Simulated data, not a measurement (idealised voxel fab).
The following is a process module called voxel quadruple lines.
Cross-sectional view cut (width: 230 nm; square cell size: 5 nm).
If you're reading a cross-section in this doc, picture square cells in a grid; it comes to you as bands, top ones listed first down to the bottom, and a band can be one or more rows of cells.
Each band's line starts with the height of the band's top and of its bottom, in nm. Then come its materials from left to right, each with its width in nm. One material with "throughout" fills the band from edge to edge. "empty" is empty space.
Below 0: as-received wafer, all one material; heights counted from there. Lowest band: no bottom, goes on down, written "0 nm and below".
Width spec "30 to 40" -> top row of cells at first value, bottom row at second value, equal per-row change in between.
"remains unaltered" -> step changed no cross-section cell.
"Voids lacking openings" enumerates empty spaces isolated from the top, with no open way to it, that contain at least 8 cells, giving each as width x height at distance from the left edge, all three in nm.
Text after the settings on a step's line: the simulator's own remark on that step.
On any step carrying a mask, the "overlay nm" setting, if present on the step's line, tells how far right of its planned place the mask lay; negative values point to the left.
[The planned process steps are enumerated hereunder]
1. op RECEIVE | material Si
2. op CONFORMAL_DEP | material Al2O3 | thk nm 10
3. op DIRECTIONAL_DEP | material W | thk nm 15
4. op DIRECTIONAL_DEP | material polySi | thk nm 20
5. op DIRECTIONAL_DEP | material aC | thk nm 20
6. op PATTERN | tone cover | mask id MANDREL | material resist | width nm 35 | pitch nm 100 | thk nm 30 | overlay nm 0
7. op DIRECTIONAL_ETCH | etch materials aC | depth nm 20
8. op STRIP | etch materials resist
9. op CONFORMAL_DEP | material SiO2 | thk nm 15
10. op DIRECTIONAL_ETCH | etch materials SiO2 | depth nm 15
11. op STRIP | etch materials aC
12. op DIRECTIONAL_ETCH | etch materials polySi | depth nm 20
13. op STRIP | etch materials SiO2
14. op CONFORMAL_DEP | material SiCN | thk nm 10
15. op DIRECTIONAL_ETCH | etch materials SiCN | depth nm 10
16. op STRIP | etch materials polySi
17. op DIRECTIONAL_ETCH | etch materials W | depth nm 15
18. op STRIP | etch materials SiCN
19. op FILL_DEP | material lowk | thk nm 5
20. op CMP | height nm 25
[The first of a set of two wafers, run to plan]
[Here's what the wafer looked like in cross-section when it arrived - that's after step 1]
0 nm and below = Si throughout
Voids lacking openings: none
[Cross-section through the wafer, step 2 finished]
10 nm to 0 nm = Al2O3 throughout
Under 0: no change, same as before.
[Cross-section through the wafer, step 3 finished]
25 nm to 10 nm = W throughout
Under 10: no change, same as before.
[Cross-section through the wafer, step 4 finished]
45 nm to 25 nm = polySi throughout
Under 25: no change, same as before.
[Cross-section through the wafer, step 5 finished]
65 nm to 45 nm = aC throughout
Under 45: no change, same as before.
[Cross-section through the wafer, step 6 finished]
95 nm to 65 nm = empty: 45  resist: 35  empty: 65  resist: 35  empty: 50
Under 65: no change, same as before.
[Cross-section through the wafer, step 7 finished]
75 nm to 65 nm = empty: 45  resist: 35  empty: 65  resist: 35  empty: 50
65 nm to 45 nm = empty: 45  aC: 35  empty: 65  aC: 35  empty: 50
Under 45: no change, same as before.
[Cross-section through the wafer, step 8 finished]
65 nm to 45 nm = empty: 45  aC: 35  empty: 65  aC: 35  empty: 50
Under 45: no change, same as before.
[Cross-section through the wafer, step 9 finished]
80 nm to 65 nm = empty: 30  SiO2: 65  empty: 35  SiO2: 65  empty: 35
65 nm to 60 nm = empty: 30  SiO2: 15  aC: 35  SiO2: 15  empty: 35  SiO2: 15  aC: 35  SiO2: 15  empty: 35
60 nm to 45 nm = SiO2: 45  aC: 35  SiO2: 65  aC: 35  SiO2: 50
Under 45: no change, same as before.
[Cross-section through the wafer, step 10 finished]
65 nm to 45 nm = empty: 30  SiO2: 15  aC: 35  SiO2: 15  empty: 35  SiO2: 15  aC: 35  SiO2: 15  empty: 35
Under 45: no change, same as before.
[Cross-section through the wafer, step 11 finished]
65 nm to 45 nm = empty: 30  SiO2: 15  empty: 35  SiO2: 15  empty: 35  SiO2: 15  empty: 35  SiO2: 15  empty: 35
Under 45: no change, same as before.
[Cross-section through the wafer, step 12 finished]
65 nm to 45 nm = empty: 30  SiO2: 15  empty: 35  SiO2: 15  empty: 35  SiO2: 15  empty: 35  SiO2: 15  empty: 35
45 nm to 25 nm = empty: 30  polySi: 15  empty: 35  polySi: 15  empty: 35  polySi: 15  empty: 35  polySi: 15  empty: 35
Under 25: no change, same as before.
[Cross-section through the wafer, step 13 finished]
45 nm to 25 nm = empty: 30  polySi: 15  empty: 35  polySi: 15  empty: 35  polySi: 15  empty: 35  polySi: 15  empty: 35
Under 25: no change, same as before.
[Cross-section through the wafer, step 14 finished]
55 nm to 45 nm = empty: 20  SiCN: 35  empty: 15  SiCN: 35  empty: 15  SiCN: 35  empty: 15  SiCN: 35  empty: 25
45 nm to 35 nm = empty: 20  SiCN: 10  polySi: 15  SiCN: 10  empty: 15  SiCN: 10  polySi: 15  SiCN: 10  empty: 15  SiCN: 10  polySi: 15  SiCN: 10  empty: 15  SiCN: 10  polySi: 15  SiCN: 10  empty: 25
35 nm to 25 nm = SiCN: 30  polySi: 15  SiCN: 35  polySi: 15  SiCN: 35  polySi: 15  SiCN: 35  polySi: 15  SiCN: 35
Under 25: no change, same as before.
[Cross-section through the wafer, step 15 finished]
45 nm to 25 nm = empty: 20  SiCN: 10  polySi: 15  SiCN: 10  empty: 15  SiCN: 10  polySi: 15  SiCN: 10  empty: 15  SiCN: 10  polySi: 15  SiCN: 10  empty: 15  SiCN: 10  polySi: 15  SiCN: 10  empty: 25
Under 25: no change, same as before.
[Cross-section through the wafer, step 16 finished]
45 nm to 25 nm = empty: 20  SiCN: 10  empty: 15  SiCN: 10  empty: 15  SiCN: 10  empty: 15  SiCN: 10  empty: 15  SiCN: 10  empty: 15  SiCN: 10  empty: 15  SiCN: 10  empty: 15  SiCN: 10  empty: 25
Under 25: no change, same as before.
[Cross-section through the wafer, step 17 finished]
45 nm to 25 nm = empty: 20  SiCN: 10  empty: 15  SiCN: 10  empty: 15  SiCN: 10  empty: 15  SiCN: 10  empty: 15  SiCN: 10  empty: 15  SiCN: 10  empty: 15  SiCN: 10  empty: 15  SiCN: 10  empty: 25
25 nm to 10 nm = empty: 20  W: 10  empty: 15  W: 10  empty: 15  W: 10  empty: 15  W: 10  empty: 15  W: 10  empty: 15  W: 10  empty: 15  W: 10  empty: 15  W: 10  empty: 25
Under 10: no change, same as before.
[Cross-section through the wafer, step 18 finished]
25 nm to 10 nm = empty: 20  W: 10  empty: 15  W: 10  empty: 15  W: 10  empty: 15  W: 10  empty: 15  W: 10  empty: 15  W: 10  empty: 15  W: 10  empty: 15  W: 10  empty: 25
Under 10: no change, same as before.
[Cross-section through the wafer, step 19 finished]
30 nm to 25 nm = lowk throughout
25 nm to 10 nm = lowk: 20  W: 10  lowk: 15  W: 10  lowk: 15  W: 10  lowk: 15  W: 10  lowk: 15  W: 10  lowk: 15  W: 10  lowk: 15  W: 10  lowk: 15  W: 10  lowk: 25
Under 10: no change, same as before.
[Cross-section through the wafer, step 20 finished]
25 nm to 10 nm = lowk: 20  W: 10  lowk: 15  W: 10  lowk: 15  W: 10  lowk: 15  W: 10  lowk: 15  W: 10  lowk: 15  W: 10  lowk: 15  W: 10  lowk: 15  W: 10  lowk: 25
Under 10: no change, same as before.
[Wafer two of the pair: same origin, same plan, one error during the run; identical to wafer one up to and including step 1]
[Second wafer, sectioned view, at step 2's planned end time]
10 nm to 0 nm = polySi throughout
Under 0: no change, same as before.
[Second wafer, sectioned view, at step 3's planned end time]
25 nm to 10 nm = W throughout
Under 10: no change, same as before.
[Second wafer, sectioned view, at step 4's planned end time]
45 nm to 25 nm = polySi throughout
Under 25: no change, same as before.
[Second wafer, sectioned view, at step 5's planned end time]
65 nm to 45 nm = aC throughout
Under 45: no change, same as before.
[Second wafer, sectioned view, at step 6's planned end time]
95 nm to 65 nm = empty: 45  resist: 35  empty: 65  resist: 35  empty: 50
Under 65: no change, same as before.
[Second wafer, sectioned view, at step 7's planned end time]
75 nm to 65 nm = empty: 45  resist: 35  empty: 65  resist: 35  empty: 50
65 nm to 45 nm = empty: 45  aC: 35  empty: 65  aC: 35  empty: 50
Under 45: no change, same as before.
[Second wafer, sectioned view, at step 8's planned end time]
65 nm to 45 nm = empty: 45  aC: 35  empty: 65  aC: 35  empty: 50
Under 45: no change, same as before.
[Second wafer, sectioned view, at step 9's planned end time]
80 nm to 65 nm = empty: 30  SiO2: 65  empty: 35  SiO2: 65  empty: 35
65 nm to 60 nm = empty: 30  SiO2: 15  aC: 35  SiO2: 15  empty: 35  SiO2: 15  aC: 35  SiO2: 15  empty: 35
60 nm to 45 nm = SiO2: 45  aC: 35  SiO2: 65  aC: 35  SiO2: 50
Under 45: no change, same as before.
[Second wafer, sectioned view, at step 10's planned end time]
65 nm to 45 nm = empty: 30  SiO2: 15  aC: 35  SiO2: 15  empty: 35  SiO2: 15  aC: 35  SiO2: 15  empty: 35
Under 45: no change, same as before.
[Second wafer, sectioned view, at step 11's planned end time]
65 nm to 45 nm = empty: 30  SiO2: 15  empty: 35  SiO2: 15  empty: 35  SiO2: 15  empty: 35  SiO2: 15  empty: 35
Under 45: no change, same as before.
[Second wafer, sectioned view, at step 12's planned end time]
65 nm to 45 nm = empty: 30  SiO2: 15  empty: 35  SiO2: 15  empty: 35  SiO2: 15  empty: 35  SiO2: 15  empty: 35
45 nm to 25 nm = empty: 30  polySi: 15  empty: 35  polySi: 15  empty: 35  polySi: 15  empty: 35  polySi: 15  empty: 35
Under 25: no change, same as before.
[Second wafer, sectioned view, at step 13's planned end time]
45 nm to 25 nm = empty: 30  polySi: 15  empty: 35  polySi: 15  empty: 35  polySi: 15  empty: 35  polySi: 15  empty: 35
Under 25: no change, same as before.
[Second wafer, sectioned view, at step 14's planned end time]
55 nm to 45 nm = empty: 20  SiCN: 35  empty: 15  SiCN: 35  empty: 15  SiCN: 35  empty: 15  SiCN: 35  empty: 25
45 nm to 35 nm = empty: 20  SiCN: 10  polySi: 15  SiCN: 10  empty: 15  SiCN: 10  polySi: 15  SiCN: 10  empty: 15  SiCN: 10  polySi: 15  SiCN: 10  empty: 15  SiCN: 10  polySi: 15  SiCN: 10  empty: 25
35 nm to 25 nm = SiCN: 30  polySi: 15  SiCN: 35  polySi: 15  SiCN: 35  polySi: 15  SiCN: 35  polySi: 15  SiCN: 35
Under 25: no change, same as before.
[Second wafer, sectioned view, at step 15's planned end time]
45 nm to 25 nm = empty: 20  SiCN: 10  polySi: 15  SiCN: 10  empty: 15  SiCN: 10  polySi: 15  SiCN: 10  empty: 15  SiCN: 10  polySi: 15  SiCN: 10  empty: 15  SiCN: 10  polySi: 15  SiCN: 10  empty: 25
Under 25: no change, same as before.
[Second wafer, sectioned view, at step 16's planned end time]
45 nm to 25 nm = empty: 20  SiCN: 10  empty: 15  SiCN: 10  empty: 15  SiCN: 10  empty: 15  SiCN: 10  empty: 15  SiCN: 10  empty: 15  SiCN: 10  empty: 15  SiCN: 10  empty: 15  SiCN: 10  empty: 25
Under 25: no change, same as before.
[Second wafer, sectioned view, at step 17's planned end time]
45 nm to 25 nm = empty: 20  SiCN: 10  empty: 15  SiCN: 10  empty: 15  SiCN: 10  empty: 15  SiCN: 10  empty: 15  SiCN: 10  empty: 15  SiCN: 10  empty: 15  SiCN: 10  empty: 15  SiCN: 10  empty: 25
25 nm to 10 nm = empty: 20  W: 10  empty: 15  W: 10  empty: 15  W: 10  empty: 15  W: 10  empty: 15  W: 10  empty: 15  W: 10  empty: 15  W: 10  empty: 15  W: 10  empty: 25
Under 10: no change, same as before.
[Second wafer, sectioned view, at step 18's planned end time]
25 nm to 10 nm = empty: 20  W: 10  empty: 15  W: 10  empty: 15  W: 10  empty: 15  W: 10  empty: 15  W: 10  empty: 15  W: 10  empty: 15  W: 10  empty: 15  W: 10  empty: 25
Under 10: no change, same as before.
[Second wafer, sectioned view, at step 19's planned end time]
30 nm to 25 nm = lowk throughout
25 nm to 10 nm = lowk: 20  W: 10  lowk: 15  W: 10  lowk: 15  W: 10  lowk: 15  W: 10  lowk: 15  W: 10  lowk: 15  W: 10  lowk: 15  W: 10  lowk: 15  W: 10  lowk: 25
Under 10: no change, same as before.
[Second wafer, sectioned view, at step 20's planned end time]
25 nm to 10 nm = lowk: 20  W: 10  lowk: 15  W: 10  lowk: 15  W: 10  lowk: 15  W: 10  lowk: 15  W: 10  lowk: 15  W: 10  lowk: 15  W: 10  lowk: 15  W: 10  lowk: 25
Under 10: no change, same as before.
Diagnosis: off-plan run, step 2, actual operation and settings op CONFORMAL_DEP | material polySi | thk nm 10
Looking at both finished wafers in cells, the second ends up ahead of or behind the first on some materials: Al2O3 -92; polySi +92
